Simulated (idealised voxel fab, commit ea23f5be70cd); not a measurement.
Name of the process module below: voxel double patterning
200 nm wide, 5 nm square cells: that's cross-section cut.
For the purposes of this document, a cross-section shall be understood as a grid of square cells, specified as bands listed in top-to-bottom order, each band consisting of one or more rows of cells. Within each band entry, the heights of the top and of the bottom of the band appear first, in that order and in nm; the materials of the band then follow from left to right, each with its corresponding width in nm. The designation "throughout" on a single material indicates that it fills the band from edge to edge; the designation "empty" indicates empty space. Beneath 0, the wafer as received is one material, and that level is where height counting begins. The lowest band goes on downward without a bottom; it is written like "0..down". Quick explanation for "30..40": the width changes in equal steps down the rows of cells, from the first number in the band's top row to the second number in its bottom row. "no alteration", as given for a step, is the statement that not any cell of the cross-section underwent a change during that step. Enclosed voids (no open way to top), threshold 8 cells or more, entry "Closed cavity list", notation width x height at distance, distance from left edge, nm. Read whatever lies past the settings on a step's line as the simulator's own remark about the step. If you see "overlay nm" on a step's line and that step has a mask, it's telling you how far right of where it was planned the mask ended up; a negative number means it went left instead.
# Process steps (planned)
- 1: RECEIVE: material Si
- 2: CONFORMAL_DEP: material SiO2, thk nm 10
- 3: DIRECTIONAL_DEP: material TiN, thk nm 15
- 4: DIRECTIONAL_DEP: material SiCN, thk nm 10
- 5: DIRECTIONAL_DEP: material aC, thk nm 15
- 6: PATTERN: tone open, mask id FIRST, material resist, width nm 15, pitch nm 50, thk nm 35, overlay nm 0
- 7: DIRECTIONAL_ETCH: etch materials aC, depth nm 15
- 8: STRIP: etch materials resist
- 9: DIRECTIONAL_ETCH: etch materials SiCN, depth nm 10
- 10: STRIP: etch materials aC
- 11: PATTERN: tone open, mask id SECOND, material resist, width nm 15, pitch nm 50, thk nm 20, overlay nm 0
- 12: DIRECTIONAL_ETCH: etch materials SiCN, depth nm 10
- 13: STRIP: etch materials resist
- 14: DIRECTIONAL_ETCH: etch materials TiN, depth nm 15
- 15: STRIP: etch materials SiCN
# Cross-section of the wafer at receipt, which is the condition after step 1
	0..down | Si throughout
	Closed cavity list: none
# Below is the wafer in cross-section after the module was completed. It began from the starting point shown above and followed the plan shown above, except that one mistake was made while running it
	25..10 | empty (40) / TiN (15) / empty (35) / TiN (15) / empty (35) / TiN (15) / empty (45)
	10..0 | SiO2 throughout
	0..down | Si throughout
	Closed cavity list: none
What went wrong in running the wafer? it should be noted that step 6 was executed with settings other than those planned, the operation and settings actually applied being PATTERN: tone cover, mask id FIRST, material resist, width nm 15, pitch nm 50, thk nm 35, overlay nm 0
